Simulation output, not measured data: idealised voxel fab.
Process module in this document: voxel self aligned vias
Cross-section cut spans 210 nm and uses square cells 5 nm in size.
Just so we're on the same page, the cross-sections are grids of square cells, and they're listed out in bands top to bottom, each band one or more rows deep. First you get the band's top height and its bottom height, in nm, and then the materials it's made of, left to right, with each width in nm. If you see a single material with "all across", that one covers the band edge to edge. "air" is empty space. Basically, 0 is our baseline, since under it the wafer straight out of the box is all one material. The bottom band has no lower end and keeps on going down, so it looks like "0 -> down". So if you see something like "30->40" for the width, read it as the top row of the band sitting at the first number and the bottom row at the second, with every row in between moving by the same amount as the last. Reading "nothing got changed" for a step: not a cell of the cross-section changed in it. Enclosed voids (no open way to top), threshold 8 cells or more, entry "Completely sealed voids", notation width x height at distance, distance from left edge, nm. Note: text after step settings on the step line = simulator remark on that step. "overlay nm" on a masked step: distance the mask lay right of its planned place, negative for left.
**Planned process steps**
1: RECEIVE | material Si
2: CONFORMAL_DEP | material SiO2 | thk nm 10
3: CONFORMAL_DEP | material SiCN | thk nm 5
4: DIRECTIONAL_DEP | material SiO2 | thk nm 30
5: MASKED_ETCH | tone open | mask id LINES | width nm 20 | pitch nm 60 | etch materials SiO2 | depth nm 30 | overlay nm 0
6: CONFORMAL_DEP | material TiN | thk nm 5
7: FILL_DEP | material W | thk nm 5
8: CMP | height nm 45
9: SELECTIVE_ETCH | etch materials W Ru TiN | depth nm 5
10: FILL_DEP | material SiN | thk nm 10
11: CMP | height nm 45
12: DIRECTIONAL_DEP | material SiO2 | thk nm 15
13: PATTERN | tone open | mask id VIAS | material resist | width nm 30 | thk nm 20 | overlay nm 0
14: DIRECTIONAL_ETCH | etch materials SiO2 | depth nm 15
15: DIRECTIONAL_ETCH | etch materials SiN | depth nm 5
16: STRIP | etch materials resist
17: CONFORMAL_DEP | material TiN | thk nm 5
18: FILL_DEP | material Ru | thk nm 5
19: CMP | height nm 60
20: CONFORMAL_DEP | material SiN | thk nm 5
**Cross-section of the wafer as it came to us, i.e., already through step 1**
	0 -> down | Si all across
	Completely sealed voids: none
**Starting structure and process plan are as shown above, but one mistake was made in running the module; the wafer cross-section at the end of the module follows**
	55 -> 50 | SiN all across
	50 -> 45 | 60 SiO2, then 10 TiN, then 10 Ru, then 10 TiN, then 120 SiO2
	45 -> 40 | 65 SiO2, then 20 TiN, then 40 SiO2, then 20 SiN, then 65 SiO2
	40 -> 20 | 65 SiO2, then 5 TiN, then 10 W, then 5 TiN, then 40 SiO2, then 5 TiN, then 10 W, then 5 TiN, then 65 SiO2
	20 -> 15 | 65 SiO2, then 20 TiN, then 40 SiO2, then 20 TiN, then 65 SiO2
	15 -> 10 | SiCN all across
	10 -> 0 | SiO2 all across
	0 -> down | Si all across
	Completely sealed voids: none
Short version of what went wrong: step 19 was run on a setting that differed from the plan, and what really ran there is CMP | height nm 50
